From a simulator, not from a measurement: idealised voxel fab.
Process module heading - voxel self aligned contacts
Xsec cut, 260 nm wide, square cell size 5 nm.
In what follows, cross-sections appear as grids of square cells, described through bands that run from the top down, where every band is one or more rows of cells.
This entry defines a band. It first specifies the height of the band's top and the height of its bottom in nm, and then specifies the band's materials from left to right, stating each material with its width in nm. The word "all across" identifies a single material that fills the band from edge to edge, while the word "empty" identifies empty space.
A quick word on heights: they are counted from 0, and under that level the wafer as it came to us is one material throughout. The lowest band is different from the rest in having no bottom; it simply continues downward, written as in "z 0 and below".
The expression "30..40" gives the width at the extremes of the band, the first number at its top row of cells and the second at its bottom row, with the width changing by equal amounts from each row to the next in between.
"nothing was modified" (step): cross-section cells unchanged, all of them.
Any empty space of 8 cells or more lacking an open way to the top shows up in "Sealed-off cavities" as width x height at distance, distance from the left edge, in nm.
On a step's line, text after the settings is the simulator commenting on that step.
overlay nm: step with mask; distance mask lay right of planned place; negative value = left of planned place.
[Planned step list for the process]
1 RECEIVE with material Si
2 CONFORMAL_DEP with material SiO2, thk nm 5
3 DIRECTIONAL_DEP with material polySi, thk nm 30
4 DIRECTIONAL_DEP with material SiN, thk nm 20
5 DIRECTIONAL_DEP with material aC, thk nm 15
6 PATTERN with tone cover, mask id GATE, material resist, width nm 25, pitch nm 55, thk nm 35, overlay nm 0
7 DIRECTIONAL_ETCH with etch materials aC, depth nm 15
8 STRIP with etch materials resist
9 DIRECTIONAL_ETCH with etch materials SiN, depth nm 20
10 DIRECTIONAL_ETCH with etch materials polySi, depth nm 30
11 STRIP with etch materials aC
12 CONFORMAL_DEP with material SiN, thk nm 5
13 DIRECTIONAL_ETCH with etch materials SiN, depth nm 5
14 FILL_DEP with material SiO2, thk nm 20
15 CMP with height nm 65
16 DIRECTIONAL_DEP with material aC, thk nm 10
17 PATTERN with tone open, mask id CONTACT, material resist, width nm 40, thk nm 25, overlay nm 0
18 DIRECTIONAL_ETCH with etch materials aC, depth nm 10
19 STRIP with etch materials resist
20 DIRECTIONAL_ETCH with etch materials SiO2, depth nm 65
21 STRIP with etch materials aC
22 CONFORMAL_DEP with material TiN, thk nm 5
23 FILL_DEP with material W, thk nm 5
24 CMP with height nm 65
25 CONFORMAL_DEP with material SiCN, thk nm 5
[As received (post step 1): cross-section]
    z 0 and below  Si all across
    Sealed-off cavities: none
[First of two wafers: cross-section at end of module, run per plan]
    z 70 to 65  SiCN all across
    z 65 to 55  SiO2 110 nm, TiN 5..15 nm, W 30..10 nm, TiN 5..15 nm, SiO2 110 nm
    z 55 to 35  SiO2 85 nm, SiN 35 nm, TiN 5 nm, W 10 nm, TiN 5 nm, SiN 35 nm, SiO2 85 nm
    z 35 to 5  SiO2 85 nm, SiN 5 nm, polySi 25 nm, SiN 5 nm, TiN 5 nm, W 10 nm, TiN 5 nm, SiN 5 nm, polySi 25 nm, SiN 5 nm, SiO2 85 nm
    z 5 to 0  SiO2 120 nm, TiN 20 nm, SiO2 120 nm
    z 0 and below  Si all across
    Sealed-off cavities: none
[Now the second wafer, cross-sectioned at the end of the module. Nothing different at the start, nothing different in the plan compared with the first, just one mistake when it was actually run]
    z 70 to 65  SiCN all across
    z 65 to 55  SiO2 110 nm, polySi 5..15 nm, W 30..10 nm, polySi 5..15 nm, SiO2 110 nm
    z 55 to 35  SiO2 85 nm, SiN 35 nm, polySi 5 nm, W 10 nm, polySi 5 nm, SiN 35 nm, SiO2 85 nm
    z 35 to 5  SiO2 85 nm, SiN 5 nm, polySi 25 nm, SiN 5 nm, polySi 5 nm, W 10 nm, polySi 5 nm, SiN 5 nm, polySi 25 nm, SiN 5 nm, SiO2 85 nm
    z 5 to 0  SiO2 120 nm, polySi 20 nm, SiO2 120 nm
    z 0 and below  Si all across
    Sealed-off cavities: none
Want to know what went wrong? in deviation from the planned setting, step 22 was conducted as CONFORMAL_DEP with material polySi, thk nm 5
Wafer comparison, final, in cells, second relative to first, materials more or fewer: TiN -32 | polySi +32
